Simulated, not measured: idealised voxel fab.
Process module under the name voxel self aligned vias
185 nm wide, 5 nm square cells: that's cross-section cut.
A cross-section in this document is a grid of square cells, and it is written down as bands, the top band listed before the ones below it; a band is made up of one or more rows of cells. Per band: top height and bottom height in nm, followed by the left-to-right materials and their widths in nm; "all across" marks a single material spanning edge to edge, "air" marks empty space. Height datum 0, below which the as-received substrate wafer is one material. Lowest band open at the bottom, running downward: "top 0, no bottom". Top row gets the first number, bottom row gets the second, and each row in between changes by the same step: that is how a band width like "30->40" works. Key: "nothing altered" - step with no changed cell in the cross-section. Basically, "Closed empty spaces" tells you about the enclosed voids: empty spaces with no open way to the top, 8 cells or bigger, each written width x height at distance, where distance is from the left edge, all in nm. The remark found on a step's line after its settings is issued by the simulator itself and pertains to that step. overlay nm, on a step with a mask: how far to the right of its planned place the mask lay; to the left if negative.

[plan]
step 1: RECEIVE (material Si)
step 2: CONFORMAL_DEP (material SiO2; thk nm 15)
step 3: CONFORMAL_DEP (material SiCN; thk nm 5)
step 4: DIRECTIONAL_DEP (material lowk; thk nm 30)
step 5: PATTERN (tone open; mask id LINES; material resist; width nm 20; pitch nm 60; thk nm 15; overlay nm 0)
step 6: DIRECTIONAL_ETCH (etch materials lowk; depth nm 30)
step 7: STRIP (etch materials resist)
step 8: CONFORMAL_DEP (material TiN; thk nm 5)
step 9: FILL_DEP (material Ru; thk nm 10)
step 10: CMP (height nm 50)
step 11: SELECTIVE_ETCH (etch materials W Ru TiN; depth nm 10)
step 12: FILL_DEP (material SiN; thk nm 10)
step 13: CMP (height nm 50)
step 14: DIRECTIONAL_DEP (material lowk; thk nm 15)
step 15: PATTERN (tone open; mask id VIAS; material resist; width nm 30; pitch nm 60; thk nm 20; overlay nm 0)
step 16: DIRECTIONAL_ETCH (etch materials lowk; depth nm 15)
step 17: DIRECTIONAL_ETCH (etch materials SiN; depth nm 10)
step 18: STRIP (etch materials resist)
step 19: CONFORMAL_DEP (material TiN; thk nm 5)
step 20: FILL_DEP (material Ru; thk nm 5)
step 21: CMP (height nm 65)
step 22: CONFORMAL_DEP (material SiN; thk nm 5)

[The first of a set of two wafers, run to plan]

[The cross-section here shows the wafer as received, i.e. in its state after step 1]
* top 0, no bottom: Si all across
* Closed empty spaces: none

[Cross-section of the wafer after step 2]
* top 15, bottom 0: SiO2 all across
* Beneath the level 0, the cross-section is identical to its previous state.

[Cross-section of the wafer after step 3]
* top 20, bottom 15: SiCN all across
* Beneath the level 15, the cross-section is identical to its previous state.

[Cross-section of the wafer after step 4]
* top 50, bottom 20: lowk all across
* Beneath the level 20, the cross-section is identical to its previous state.

[Cross-section of the wafer after step 5]
* top 65, bottom 50: resist: 20 | air: 20 | resist: 40 | air: 20 | resist: 40 | air: 20 | resist: 25
* Beneath the level 50, the cross-section is identical to its previous state.

[Cross-section of the wafer after step 6]
* top 65, bottom 50: resist: 20 | air: 20 | resist: 40 | air: 20 | resist: 40 | air: 20 | resist: 25
* top 50, bottom 20: lowk: 20 | air: 20 | lowk: 40 | air: 20 | lowk: 40 | air: 20 | lowk: 25
* Beneath the level 20, the cross-section is identical to its previous state.

[Cross-section of the wafer after step 7]
* top 50, bottom 20: lowk: 20 | air: 20 | lowk: 40 | air: 20 | lowk: 40 | air: 20 | lowk: 25
* Beneath the level 20, the cross-section is identical to its previous state.

[Cross-section of the wafer after step 8]
* top 55, bottom 50: TiN: 25 | air: 10 | TiN: 50 | air: 10 | TiN: 50 | air: 10 | TiN: 30
* top 50, bottom 25: lowk: 20 | TiN: 5 | air: 10 | TiN: 5 | lowk: 40 | TiN: 5 | air: 10 | TiN: 5 | lowk: 40 | TiN: 5 | air: 10 | TiN: 5 | lowk: 25
* top 25, bottom 20: lowk: 20 | TiN: 20 | lowk: 40 | TiN: 20 | lowk: 40 | TiN: 20 | lowk: 25
* Beneath the level 20, the cross-section is identical to its previous state.

[Cross-section of the wafer after step 9]
* top 65, bottom 55: Ru all across
* top 55, bottom 50: TiN: 25 | Ru: 10 | TiN: 50 | Ru: 10 | TiN: 50 | Ru: 10 | TiN: 30
* top 50, bottom 25: lowk: 20 | TiN: 5 | Ru: 10 | TiN: 5 | lowk: 40 | TiN: 5 | Ru: 10 | TiN: 5 | lowk: 40 | TiN: 5 | Ru: 10 | TiN: 5 | lowk: 25
* Beneath the level 25, the cross-section is identical to its previous state.

[Cross-section of the wafer after step 10]
* top 50, bottom 25: lowk: 20 | TiN: 5 | Ru: 10 | TiN: 5 | lowk: 40 | TiN: 5 | Ru: 10 | TiN: 5 | lowk: 40 | TiN: 5 | Ru: 10 | TiN: 5 | lowk: 25
* Beneath the level 25, the cross-section is identical to its previous state.

[Cross-section of the wafer after step 11]
* top 50, bottom 40: lowk: 20 | air: 20 | lowk: 40 | air: 20 | lowk: 40 | air: 20 | lowk: 25
* Beneath the level 40, the cross-section is identical to its previous state.

[Cross-section of the wafer after step 12]
* top 60, bottom 50: SiN all across
* top 50, bottom 40: lowk: 20 | SiN: 20 | lowk: 40 | SiN: 20 | lowk: 40 | SiN: 20 | lowk: 25
* Beneath the level 40, the cross-section is identical to its previous state.

[Cross-section of the wafer after step 13]
* top 50, bottom 40: lowk: 20 | SiN: 20 | lowk: 40 | SiN: 20 | lowk: 40 | SiN: 20 | lowk: 25
* Beneath the level 40, the cross-section is identical to its previous state.

[Cross-section of the wafer after step 14]
* top 65, bottom 50: lowk all across
* Beneath the level 50, the cross-section is identical to its previous state.

[Cross-section of the wafer after step 15]
* top 85, bottom 65: resist: 15 | air: 30 | resist: 30 | air: 30 | resist: 30 | air: 30 | resist: 20
* Beneath the level 65, the cross-section is identical to its previous state.

[Cross-section of the wafer after step 16]
* top 85, bottom 65: resist: 15 | air: 30 | resist: 30 | air: 30 | resist: 30 | air: 30 | resist: 20
* top 65, bottom 50: lowk: 15 | air: 30 | lowk: 30 | air: 30 | lowk: 30 | air: 30 | lowk: 20
* Beneath the level 50, the cross-section is identical to its previous state.

[Cross-section of the wafer after step 17]
* top 85, bottom 65: resist: 15 | air: 30 | resist: 30 | air: 30 | resist: 30 | air: 30 | resist: 20
* top 65, bottom 50: lowk: 15 | air: 30 | lowk: 30 | air: 30 | lowk: 30 | air: 30 | lowk: 20
* top 50, bottom 40: lowk: 20 | air: 20 | lowk: 40 | air: 20 | lowk: 40 | air: 20 | lowk: 25
* Beneath the level 40, the cross-section is identical to its previous state.

[Cross-section of the wafer after step 18]
* top 65, bottom 50: lowk: 15 | air: 30 | lowk: 30 | air: 30 | lowk: 30 | air: 30 | lowk: 20
* Beneath the level 50, the cross-section is identical to its previous state.

[Cross-section of the wafer after step 19]
* top 70, bottom 65: TiN: 20 | air: 20 | TiN: 40 | air: 20 | TiN: 40 | air: 20 | TiN: 25
* top 65, bottom 55: lowk: 15 | TiN: 5 | air: 20 | TiN: 5 | lowk: 30 | TiN: 5 | air: 20 | TiN: 5 | lowk: 30 | TiN: 5 | air: 20 | TiN: 5 | lowk: 20
* top 55, bottom 45: lowk: 15->20 | TiN: 10->5 | air: 10 | TiN: 10->5 | lowk: 30->40 | TiN: 10->5 | air: 10 | TiN: 10->5 | lowk: 30->40 | TiN: 10->5 | air: 10 | TiN: 10->5 | lowk: 20->25
* top 45, bottom 40: lowk: 20 | TiN: 20 | lowk: 40 | TiN: 20 | lowk: 40 | TiN: 20 | lowk: 25
* Beneath the level 40, the cross-section is identical to its previous state.

[Cross-section of the wafer after step 20]
* top 75, bottom 70: Ru all across
* top 70, bottom 65: TiN: 20 | Ru: 20 | TiN: 40 | Ru: 20 | TiN: 40 | Ru: 20 | TiN: 25
* top 65, bottom 55: lowk: 15 | TiN: 5 | Ru: 20 | TiN: 5 | lowk: 30 | TiN: 5 | Ru: 20 | TiN: 5 | lowk: 30 | TiN: 5 | Ru: 20 | TiN: 5 | lowk: 20
* top 55, bottom 45: lowk: 15->20 | TiN: 10->5 | Ru: 10 | TiN: 10->5 | lowk: 30->40 | TiN: 10->5 | Ru: 10 | TiN: 10->5 | lowk: 30->40 | TiN: 10->5 | Ru: 10 | TiN: 10->5 | lowk: 20->25
* Beneath the level 45, the cross-section is identical to its previous state.

[Cross-section of the wafer after step 21]
* top 65, bottom 55: lowk: 15 | TiN: 5 | Ru: 20 | TiN: 5 | lowk: 30 | TiN: 5 | Ru: 20 | TiN: 5 | lowk: 30 | TiN: 5 | Ru: 20 | TiN: 5 | lowk: 20
* Beneath the level 55, the cross-section is identical to its previous state.

[Cross-section of the wafer after step 22]
* top 70, bottom 65: SiN all across
* Beneath the level 65, the cross-section is identical to its previous state.

[Second wafer. Start and plan as for the first. One mistake made in running. Agrees with the first up to and including step 1]

[Cross-section: second wafer, time at which step 2 was scheduled to end]
* top 5, bottom 0: SiO2 all across
* Beneath the level 0, the cross-section is identical to its previous state.

[Cross-section: second wafer, time at which step 3 was scheduled to end]
* top 10, bottom 5: SiCN all across
* Beneath the level 5, the cross-section is identical to its previous state.

[Cross-section: second wafer, time at which step 4 was scheduled to end]
* top 40, bottom 10: lowk all across
* Beneath the level 10, the cross-section is identical to its previous state.

[Cross-section: second wafer, time at which step 5 was scheduled to end]
* top 55, bottom 40: resist: 20 | air: 20 | resist: 40 | air: 20 | resist: 40 | air: 20 | resist: 25
* Beneath the level 40, the cross-section is identical to its previous state.

[Cross-section: second wafer, time at which step 6 was scheduled to end]
* top 55, bottom 40: resist: 20 | air: 20 | resist: 40 | air: 20 | resist: 40 | air: 20 | resist: 25
* top 40, bottom 10: lowk: 20 | air: 20 | lowk: 40 | air: 20 | lowk: 40 | air: 20 | lowk: 25
* Beneath the level 10, the cross-section is identical to its previous state.

[Cross-section: second wafer, time at which step 7 was scheduled to end]
* top 40, bottom 10: lowk: 20 | air: 20 | lowk: 40 | air: 20 | lowk: 40 | air: 20 | lowk: 25
* Beneath the level 10, the cross-section is identical to its previous state.

[Cross-section: second wafer, time at which step 8 was scheduled to end]
* top 45, bottom 40: TiN: 25 | air: 10 | TiN: 50 | air: 10 | TiN: 50 | air: 10 | TiN: 30
* top 40, bottom 15: lowk: 20 | TiN: 5 | air: 10 | TiN: 5 | lowk: 40 | TiN: 5 | air: 10 | TiN: 5 | lowk: 40 | TiN: 5 | air: 10 | TiN: 5 | lowk: 25
* top 15, bottom 10: lowk: 20 | TiN: 20 | lowk: 40 | TiN: 20 | lowk: 40 | TiN: 20 | lowk: 25
* Beneath the level 10, the cross-section is identical to its previous state.

[Cross-section: second wafer, time at which step 9 was scheduled to end]
* top 55, bottom 45: Ru all across
* top 45, bottom 40: TiN: 25 | Ru: 10 | TiN: 50 | Ru: 10 | TiN: 50 | Ru: 10 | TiN: 30
* top 40, bottom 15: lowk: 20 | TiN: 5 | Ru: 10 | TiN: 5 | lowk: 40 | TiN: 5 | Ru: 10 | TiN: 5 | lowk: 40 | TiN: 5 | Ru: 10 | TiN: 5 | lowk: 25
* Beneath the level 15, the cross-section is identical to its previous state.

[Cross-section: second wafer, time at which step 10 was scheduled to end]
* top 50, bottom 45: Ru all across
* Beneath the level 45, the cross-section is identical to its previous state.

[Cross-section: second wafer, time at which step 11 was scheduled to end]
* top 40, bottom 15: lowk: 20 | TiN: 5 | Ru: 10 | TiN: 5 | lowk: 40 | TiN: 5 | Ru: 10 | TiN: 5 | lowk: 40 | TiN: 5 | Ru: 10 | TiN: 5 | lowk: 25
* Beneath the level 15, the cross-section is identical to its previous state.

[Cross-section: second wafer, time at which step 12 was scheduled to end]
* top 50, bottom 40: SiN all across
* Beneath the level 40, the cross-section is identical to its previous state.

Cross-section: second wafer, time at which step 13 was scheduled to end: nothing altered

[Cross-section: second wafer, time at which step 14 was scheduled to end]
* top 65, bottom 50: lowk all across
* Beneath the level 50, the cross-section is identical to its previous state.

[Cross-section: second wafer, time at which step 15 was scheduled to end]
* top 85, bottom 65: resist: 15 | air: 30 | resist: 30 | air: 30 | resist: 30 | air: 30 | resist: 20
* Beneath the level 65, the cross-section is identical to its previous state.

[Cross-section: second wafer, time at which step 16 was scheduled to end]
* top 85, bottom 65: resist: 15 | air: 30 | resist: 30 | air: 30 | resist: 30 | air: 30 | resist: 20
* top 65, bottom 50: lowk: 15 | air: 30 | lowk: 30 | air: 30 | lowk: 30 | air: 30 | lowk: 20
* Beneath the level 50, the cross-section is identical to its previous state.

[Cross-section: second wafer, time at which step 17 was scheduled to end]
* top 85, bottom 65: resist: 15 | air: 30 | resist: 30 | air: 30 | resist: 30 | air: 30 | resist: 20
* top 65, bottom 50: lowk: 15 | air: 30 | lowk: 30 | air: 30 | lowk: 30 | air: 30 | lowk: 20
* top 50, bottom 40: SiN: 15 | air: 30 | SiN: 30 | air: 30 | SiN: 30 | air: 30 | SiN: 20
* Beneath the level 40, the cross-section is identical to its previous state.

[Cross-section: second wafer, time at which step 18 was scheduled to end]
* top 65, bottom 50: lowk: 15 | air: 30 | lowk: 30 | air: 30 | lowk: 30 | air: 30 | lowk: 20
* Beneath the level 50, the cross-section is identical to its previous state.

[Cross-section: second wafer, time at which step 19 was scheduled to end]
* top 70, bottom 65: TiN: 20 | air: 20 | TiN: 40 | air: 20 | TiN: 40 | air: 20 | TiN: 25
* top 65, bottom 50: lowk: 15 | TiN: 5 | air: 20 | TiN: 5 | lowk: 30 | TiN: 5 | air: 20 | TiN: 5 | lowk: 30 | TiN: 5 | air: 20 | TiN: 5 | lowk: 20
* top 50, bottom 45: SiN: 15 | TiN: 5 | air: 20 | TiN: 5 | SiN: 30 | TiN: 5 | air: 20 | TiN: 5 | SiN: 30 | TiN: 5 | air: 20 | TiN: 5 | SiN: 20
* top 45, bottom 40: SiN: 15 | TiN: 30 | SiN: 30 | TiN: 30 | SiN: 30 | TiN: 30 | SiN: 20
* Beneath the level 40, the cross-section is identical to its previous state.

[Cross-section: second wafer, time at which step 20 was scheduled to end]
* top 75, bottom 70: Ru all across
* top 70, bottom 65: TiN: 20 | Ru: 20 | TiN: 40 | Ru: 20 | TiN: 40 | Ru: 20 | TiN: 25
* top 65, bottom 50: lowk: 15 | TiN: 5 | Ru: 20 | TiN: 5 | lowk: 30 | TiN: 5 | Ru: 20 | TiN: 5 | lowk: 30 | TiN: 5 | Ru: 20 | TiN: 5 | lowk: 20
* top 50, bottom 45: SiN: 15 | TiN: 5 | Ru: 20 | TiN: 5 | SiN: 30 | TiN: 5 | Ru: 20 | TiN: 5 | SiN: 30 | TiN: 5 | Ru: 20 | TiN: 5 | SiN: 20
* Beneath the level 45, the cross-section is identical to its previous state.

[Cross-section: second wafer, time at which step 21 was scheduled to end]
* top 65, bottom 50: lowk: 15 | TiN: 5 | Ru: 20 | TiN: 5 | lowk: 30 | TiN: 5 | Ru: 20 | TiN: 5 | lowk: 30 | TiN: 5 | Ru: 20 | TiN: 5 | lowk: 20
* Beneath the level 50, the cross-section is identical to its previous state.

[Cross-section: second wafer, time at which step 22 was scheduled to end]
* top 70, bottom 65: SiN all across
* Beneath the level 65, the cross-section is identical to its previous state.
Against the plan, the run slipped here: it should be noted that step 2 was executed with settings other than those planned, the operation and settings actually applied being CONFORMAL_DEP (material SiO2; thk nm 5)
Cell-count delta at end, second wafer over first, by material: 24 more of Ru | 38 more of SiN | 74 fewer of SiO2 | 12 more of TiN
